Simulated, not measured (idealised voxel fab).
process module | voxel double patterning
Xsec cut, 190 nm wide, square cell size 5 nm.
Format of a cross-section: grid, square cells. Given as bands. Order: top down. Band: one or more rows of cells. The entry gives the band's vertical extent as a top height and a bottom height in nm, then its horizontal make-up as materials from left to right, each with a width in nm. "air" stands for empty space; a single material marked "everywhere" fills the band edge to edge. All heights in this document are referenced to 0, defined as the level beneath which the wafer, as received, consists entirely of one material. The lowest band is not bounded below; it extends indefinitely downward and is written in the form "0 and below". The width entry "30 to 40" should be interpreted row by row: the top row of cells in the band takes the first number, the bottom row takes the second number, and the change between adjacent rows is uniform throughout. "nothing changed" -> step changed no cross-section cell. In "Closed void roster" the enclosed voids are listed, meaning empty spaces of 8 cells or larger without any opening to the top. The form is width x height at distance, distance from the left edge, units nm. Read whatever lies past the settings on a step's line as the simulator's own remark about the step. overlay nm: on a step with a mask, how far right of its planned place the mask lay; negative means left.
HERE'S WHAT THE PLANNED PROCESS STEPS LOOK LIKE
step 1: RECEIVE with material Si
step 2: CONFORMAL_DEP with material SiO2, thk nm 5
step 3: DIRECTIONAL_DEP with material polySi, thk nm 10
step 4: DIRECTIONAL_DEP with material SiCN, thk nm 10
step 5: PATTERN with tone open, mask id FIRST, material resist, width nm 15, pitch nm 50, thk nm 20, overlay nm 0
step 6: DIRECTIONAL_ETCH with etch materials SiCN, depth nm 10
step 7: STRIP with etch materials resist
step 8: MASKED_ETCH with tone open, mask id SECOND, width nm 15, etch materials SiCN, depth nm 10, overlay nm 0
step 9: DIRECTIONAL_ETCH with etch materials polySi, depth nm 10
step 10: STRIP with etch materials SiCN
The value of thk nm given for step 2 in the plan refers to the first wafer; the wafers vary in this setting and are alike at the start.
THIS IS HOW THE FIRST OF SEVERAL WAFERS LOOKED IN CROSS-SECTION WHEN IT ARRIVED, WHICH IS AFTER STEP 1
  0 and below  Si everywhere
  Closed void roster: none
END OF MODULE: CROSS-SECTION OF THE FIRST OF SEVERAL WAFERS AFTER STEP 10, THE LAST STEP
  15 down to 5  polySi 60, air 15, polySi 10, air 15, polySi 10, air 15, polySi 65
  5 down to 0  SiO2 everywhere
  0 and below  Si everywhere
  Closed void roster: none
AT THE END OF THE MODULE, THE LAST OF SEVERAL WAFERS IN CROSS-SECTION
  35 down to 25  polySi 60, air 15, polySi 10, air 15, polySi 10, air 15, polySi 65
  25 down to 0  SiO2 everywhere
  0 and below  Si everywhere
  Closed void roster: none
QUICK KEY FOR THE TABLE: A ROW PER WAFER, TAKEN AT THE END OF THE MODULE. FOR EACH MATERIAL IT TELLS YOU HOW MANY CELLS THE WAFER GAINED (+) OR LOST (-) SINCE IT CAME IN, AND THE CLOSED VOIDS COME AFTER
thk nm 5 | +38 SiO2 | +58 polySi | Closed void roster: none
thk nm 10 | +76 SiO2 | +58 polySi | Closed void roster: none
thk nm 15 | +114 SiO2 | +58 polySi | Closed void roster: none
thk nm 20 | +152 SiO2 | +58 polySi | Closed void roster: none
thk nm 25 | +190 SiO2 | +58 polySi | Closed void roster: none
